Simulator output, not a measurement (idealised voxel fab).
Proc. module: voxel transistor to metal
Square cells of 5 nm make up the cross-section cut, whose width is 295 nm.
In what follows, cross-sections appear as grids of square cells, described through bands that run from the top down, where every band is one or more rows of cells.
Each band's line starts with the height of the band's top and of its bottom, in nm. Then come its materials from left to right, each with its width in nm. One material with "everywhere" fills the band from edge to edge. "empty" is empty space.
Heights are reckoned from 0. Under this level, the received wafer is all of one material. The bottommost band is open-ended downward, for example "top 0, no bottom".
The width entry "30->40" should be interpreted row by row: the top row of cells in the band takes the first number, the bottom row takes the second number, and the change between adjacent rows is uniform throughout.
Where a step carries "no modifications", the cross-section came out of it unchanged, cell for cell.
The list in "closed voids" covers empty spaces of 8 cells or more that cannot reach the top through any open way, and it gives each as width x height at distance; the distance is from the left edge, and width, height and distance are in nm.
If you see something after the settings on a step's line, that's the simulator's own remark about that step.
Steps that use a mask can have "overlay nm" on their line. It says how far the mask sat to the right of where it was meant to be. Negative means to the left.
# These are the steps we planned for the process
- 1: RECEIVE | material Si
- 2: OXIDIZE | depth nm 5
- 3: CONFORMAL_DEP | material SiN | thk nm 10
- 4: DIRECTIONAL_DEP | material aC | thk nm 15
- 5: PATTERN | tone cover | mask id ACTIVE | material resist | width nm 110 | pitch nm 140 | thk nm 30 | overlay nm 0
- 6: DIRECTIONAL_ETCH | etch materials aC | depth nm 15
- 7: STRIP | etch materials resist
- 8: DIRECTIONAL_ETCH | etch materials SiN | depth nm 10
- 9: DIRECTIONAL_ETCH | etch materials SiO2 | depth nm 5
- 10: DIRECTIONAL_ETCH | etch materials Si | depth nm 30
- 11: STRIP | etch materials aC
- 12: FILL_DEP | material SiO2 | thk nm 5
- 13: CMP | height nm 10
- 14: SELECTIVE_ETCH | etch materials SiO2 | depth nm 5
- 15: STRIP | etch materials SiN
- 16: SELECTIVE_ETCH | etch materials SiO2 | depth nm 5
- 17: OXIDIZE | depth nm 5
- 18: DIRECTIONAL_DEP | material polySi | thk nm 30
- 19: DIRECTIONAL_DEP | material SiCN | thk nm 10
- 20: PATTERN | tone cover | mask id GATE | material resist | width nm 20 | pitch nm 140 | thk nm 20 | overlay nm 0
- 21: DIRECTIONAL_ETCH | etch materials SiCN | depth nm 20
- 22: DIRECTIONAL_ETCH | etch materials polySi | depth nm 40
- 23: STRIP | etch materials resist
- 24: CONFORMAL_DEP | material SiO2 | thk nm 5
- 25: DIRECTIONAL_ETCH | etch materials SiO2 | depth nm 5
- 26: CONFORMAL_DEP | material SiN | thk nm 5
- 27: DIRECTIONAL_ETCH | etch materials SiN | depth nm 5
- 28: DIRECTIONAL_ETCH | etch materials SiO2 | depth nm 5
- 29: DIRECTIONAL_ETCH | etch materials Si | depth nm 10
- 30: EPI | material SiGe | thk nm 15
- 31: FILL_DEP | material SiO2 | thk nm 5
- 32: CMP | height nm 35
- 33: DIRECTIONAL_DEP | material SiO2 | thk nm 10
- 34: PATTERN | tone open | mask id CONTACT | material resist | width nm 35 | thk nm 15 | overlay nm 0
- 35: DIRECTIONAL_ETCH | etch materials SiO2 | depth nm 40
- 36: STRIP | etch materials resist
- 37: CONFORMAL_DEP | material TiN | thk nm 5
- 38: FILL_DEP | material Ru | thk nm 5
- 39: CMP | height nm 45
- 40: DIRECTIONAL_DEP | material TiN | thk nm 5
- 41: DIRECTIONAL_DEP | material W | thk nm 20
- 42: DIRECTIONAL_DEP | material aC | thk nm 10
- 43: PATTERN | tone cover | mask id METAL_1 | material resist | width nm 20 | thk nm 25 | overlay nm 0
- 44: DIRECTIONAL_ETCH | etch materials aC | depth nm 10
- 45: STRIP | etch materials resist
- 46: DIRECTIONAL_ETCH | etch materials W | depth nm 20
- 47: DIRECTIONAL_ETCH | etch materials TiN | depth nm 5
- 48: STRIP | etch materials aC
- 49: CONFORMAL_DEP | material SiN | thk nm 5
- 50: FILL_DEP | material SiO2 | thk nm 10
- 51: CMP | height nm 70
- 52: CONFORMAL_DEP | material SiCN | thk nm 5
# Cross-section of the incoming wafer, state after step 1
- top 0, no bottom | Si everywhere
- closed voids: none
# This is how the wafer looks in cross-section once the module is done, given the starting state and plan above and one mistake in carrying the plan out
- top 75, bottom 70 | SiCN everywhere
- top 70, bottom 50 | SiO2 (20)  SiN (5)  W (20)  SiN (5)  SiO2 (50)  SiN (5)  W (20)  SiN (5)  SiO2 (30)  SiN (5)  W (20)  SiN (5)  SiO2 (50)  SiN (5)  W (20)  SiN (5)  SiO2 (25)
- top 50, bottom 45 | SiN (25)  TiN (20)  SiN (60)  TiN (20)  SiN (40)  TiN (20)  SiN (60)  TiN (20)  SiN (30)
- top 45, bottom 35 | TiN everywhere
- top 35, bottom 25 | SiO2 (55)  SiN (5)  SiO2 (5)  SiCN (20)  SiO2 (5)  SiN (5)  SiO2 (100)  SiN (5)  SiO2 (5)  SiCN (20)  SiO2 (5)  SiN (5)  SiO2 (60)
- top 25, bottom 5 | SiO2 (55)  SiN (5)  SiO2 (5)  polySi (20)  SiO2 (5)  SiN (5)  SiO2 (100)  SiN (5)  SiO2 (5)  polySi (20)  SiO2 (5)  SiN (5)  SiO2 (60)
- top 5, bottom 0 | SiO2 (20)  SiGe (35)  SiN (5)  SiO2 (5)  polySi (20)  SiO2 (5)  SiN (5)  SiGe (35)  SiO2 (30)  SiGe (35)  SiN (5)  SiO2 (5)  polySi (20)  SiO2 (5)  SiN (5)  SiGe (35)  SiO2 (25)
- top 0, bottom -5 | SiO2 (20)  SiN (5)  SiGe (30)  SiN (5)  SiO2 (5)  polySi (20)  SiO2 (5)  SiN (5)  SiGe (30)  SiN (5)  SiO2 (30)  SiN (5)  SiGe (30)  SiN (5)  SiO2 (5)  polySi (20)  SiO2 (5)  SiN (5)  SiGe (30)  SiN (5)  SiO2 (25)
- top -5, bottom -10 | SiO2 (25)  SiGe (30)  SiO2 (40)  SiGe (30)  SiO2 (40)  SiGe (30)  SiO2 (40)  SiGe (30)  SiO2 (30)
- top -10, bottom -20 | SiO2 (20)  Si (5)  SiGe (30)  Si (40)  SiGe (30)  Si (5)  SiO2 (30)  Si (5)  SiGe (30)  Si (40)  SiGe (30)  Si (5)  SiO2 (25)
- top -20, bottom -35 | SiO2 (20)  Si (110)  SiO2 (30)  Si (110)  SiO2 (25)
- top -35, no bottom | Si everywhere
- closed voids: none
What was done differently from what was planned? step 33 ran as: DIRECTIONAL_DEP | material TiN | thk nm 10
